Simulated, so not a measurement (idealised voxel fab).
Module name: voxel gate over fins (process module)
Cross-sectional view cut (width: 195 nm; square cell size: 5 nm).
Just so we're on the same page, the cross-sections are grids of square cells, and they're listed out in bands top to bottom, each band one or more rows deep.
Per band: top height and bottom height in nm, followed by the left-to-right materials and their widths in nm; "throughout" marks a single material spanning edge to edge, "blank" marks empty space.
Beneath 0, the wafer as received is one material, and that level is where height counting begins. The lowest band goes on downward without a bottom; it is written like "0..down".
Per-row width for "30..40": begins at first number (top row of band), ends at second number (bottom row), increment between rows held constant.
Basically "no change" means that step didn't change any cell in the cross-section.
Entry "Fully sealed voids" = empty spaces >= 8 cells with no open way to the top; each as width x height at distance, distance from left edge, all nm.
Past the settings on a step's line: simulator remark, on that step.
The setting "overlay nm" may be written on the line of a step. When the step uses a mask, the value reports how far to the right of the planned place the mask lay, and a negative value reports that it lay to the left.

-- This section lists the process steps that were planned
1,RECEIVE, material Si
2,CONFORMAL_DEP, material SiN, thk nm 5
3,PATTERN, tone cover, mask id FINS, material resist, width nm 15, pitch nm 40, thk nm 20, overlay nm 0
4,DIRECTIONAL_ETCH, etch materials SiN, depth nm 5
5,DIRECTIONAL_ETCH, etch materials Si, depth nm 35
6,STRIP, etch materials resist
7,OXIDIZE, depth nm 5
8,FILL_DEP, material SiO2, thk nm 15
9,CMP, height nm 5
10,SELECTIVE_ETCH, etch materials SiO2, depth nm 10
11,STRIP, etch materials SiN
12,CONFORMAL_DEP, material HfO2, thk nm 5
13,CONFORMAL_DEP, material TiN, thk nm 5
14,FILL_DEP, material W, thk nm 15
15,CMP, height nm 20
16,CONFORMAL_DEP, material SiCN, thk nm 10
Where the wafers of this document differ is in the depth nm of step 10; they start out the same, and the plan states the value that applied to the first wafer.

-- As-received state after step 1, first of several wafers, cross-section
- 0..down: Si throughout
- Fully sealed voids: none

-- Here is how to read the rows: every wafer has a row, and it shows the wafer at the end of the module, giving for each material how many cells were gained (+) or lost (-) since the wafer was received, then listing its closed voids
depth nm 10; +43 HfO2; -296 Si; +78 SiCN; +259 SiO2; +43 TiN; +107 W; Fully sealed voids: none
depth nm 15; +47 HfO2; -296 Si; +78 SiCN; +222 SiO2; +47 TiN; +136 W; Fully sealed voids: none
depth nm 20; +51 HfO2; -296 Si; +78 SiCN; +185 SiO2; +51 TiN; +165 W; Fully sealed voids: none
depth nm 25; +55 HfO2; -296 Si; +78 SiCN; +148 SiO2; +55 TiN; +194 W; Fully sealed voids: none
depth nm 30; +59 HfO2; -296 Si; +78 SiCN; +111 SiO2; +59 TiN; +223 W; Fully sealed voids: none
depth nm 35; +63 HfO2; -296 Si; +78 SiCN; +74 SiO2; +63 TiN; +252 W; Fully sealed voids: none
